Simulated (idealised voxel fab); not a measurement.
process module | voxel capacitor over wiring
Cross-section cut spans 270 nm and uses square cells 5 nm in size.
In what follows, cross-sections appear as grids of square cells, described through bands that run from the top down, where every band is one or more rows of cells.
It is stipulated that each band's entry specify, in nanometres, the height of the top of the band and then that of its bottom, followed by the materials of the band in left-to-right sequence, each together with its width in nanometres. A single material marked by the word "edge to edge" is understood to fill the band from edge to edge; the word "empty" is understood to denote empty space.
Zero point of the height axis is 0; under it, received wafer = one material. Lowest band: continues down indefinitely, "from 0 down".
A two-number width, for instance "30..40", indicates that the width is equal to the first number in the top row of the band and to the second number in the bottom row, and that it changes by a constant amount per row of cells.
"identical to before" for a step: no cell of the cross-section changed in that step.
The label "Tabulated closed voids" introduces a list of the empty spaces, 8 cells or larger, that have no open way up to the top; each entry in it reads width x height at distance, where the distance is taken from the left edge and all three are stated in nm.
Anything after a step's settings on that line? It's the simulator's own note about the step.
overlay nm: right-of-plan distance of the mask on a masked step; negative values mean left-of-plan.

INTENDED PROCESS STEPS
1) RECEIVE, material Si
2) CONFORMAL_DEP, material SiO2, thk nm 15
3) CONFORMAL_DEP, material SiCN, thk nm 5
4) DIRECTIONAL_DEP, material lowk, thk nm 25
5) MASKED_ETCH, tone open, mask id METAL_1, width nm 20, pitch nm 90, etch materials lowk, depth nm 15, overlay nm 0
6) MASKED_ETCH, tone open, mask id METAL_1, width nm 20, pitch nm 90, etch materials SiCN, depth nm 5, overlay nm 0
7) CONFORMAL_DEP, material TiN, thk nm 5
8) FILL_DEP, material W, thk nm 5
9) CMP, height nm 45
10) CONFORMAL_DEP, material SiCN, thk nm 5
11) DIRECTIONAL_DEP, material lowk, thk nm 20
12) MASKED_ETCH, tone open, mask id PLUG_1, width nm 15, etch materials lowk, depth nm 20, overlay nm 0
13) MASKED_ETCH, tone open, mask id PLUG_1, width nm 15, etch materials SiCN, depth nm 5, overlay nm 0
14) CONFORMAL_DEP, material TiN, thk nm 5
15) FILL_DEP, material Ru, thk nm 5
16) CMP, height nm 70
17) DIRECTIONAL_DEP, material TiN, thk nm 10
18) DIRECTIONAL_DEP, material HfO2, thk nm 5
19) DIRECTIONAL_DEP, material TiN, thk nm 10
20) MASKED_ETCH, tone cover, mask id UPPER_PLATE, width nm 75, etch materials TiN, depth nm 10, overlay nm 0
21) MASKED_ETCH, tone cover, mask id UPPER_PLATE, width nm 75, etch materials HfO2, depth nm 5, overlay nm 0
22) PATTERN, tone cover, mask id LOWER_PLATE, material resist, width nm 85, thk nm 15, overlay nm 0
23) DIRECTIONAL_ETCH, etch materials TiN, depth nm 10
24) STRIP, etch materials resist
25) FILL_DEP, material SiO2, thk nm 15
26) CMP, height nm 105
27) DIRECTIONAL_DEP, material aC, thk nm 10
28) PATTERN, tone open, mask id PLUG_2, material resist, width nm 15, thk nm 30, overlay nm 0
29) DIRECTIONAL_ETCH, etch materials aC, depth nm 10
30) STRIP, etch materials resist
31) DIRECTIONAL_ETCH, etch materials SiO2, depth nm 10
32) STRIP, etch materials aC
33) CONFORMAL_DEP, material TiN, thk nm 5
34) FILL_DEP, material Ru, thk nm 5
35) CMP, height nm 105
36) CONFORMAL_DEP, material SiN, thk nm 5
Split variable: depth nm, step 5. Plan value = first wafer. Wafers start alike.

AS-RECEIVED CROSS-SECTION, FIRST OF SEVERAL WAFERS, POST STEP 1
	from 0 down | Si edge to edge
	Tabulated closed voids: none

BELOW, A ROW FOR EVERY WAFER. READ IT AS THE END-OF-MODULE PICTURE: FOR EACH MATERIAL THE WAFER SHOWS ITS CELLS GAINED (+) OR LOST (-) SINCE IT WAS RECEIVED, AND THEN ITS CLOSED VOIDS
depth nm 15, +15 HfO2, +5 Ru, +105 SiCN, +54 SiN, +455 SiO2, +96 TiN, +8 W, +450 lowk, Tabulated closed voids: none
depth nm 20, +15 HfO2, +5 Ru, +105 SiCN, +54 SiN, +455 SiO2, +100 TiN, +12 W, +442 lowk, Tabulated closed voids: none
depth nm 25, +15 HfO2, +5 Ru, +97 SiCN, +54 SiN, +455 SiO2, +108 TiN, +20 W, +434 lowk, Tabulated closed voids: none
depth nm 30, +15 HfO2, +5 Ru, +97 SiCN, +54 SiN, +455 SiO2, +108 TiN, +20 W, +434 lowk, Tabulated closed voids: none
depth nm 35, +15 HfO2, +5 Ru, +97 SiCN, +54 SiN, +455 SiO2, +108 TiN, +20 W, +434 lowk, Tabulated closed voids: none
depth nm 40, +15 HfO2, +5 Ru, +97 SiCN, +54 SiN, +455 SiO2, +108 TiN, +20 W, +434 lowk, Tabulated closed voids: none
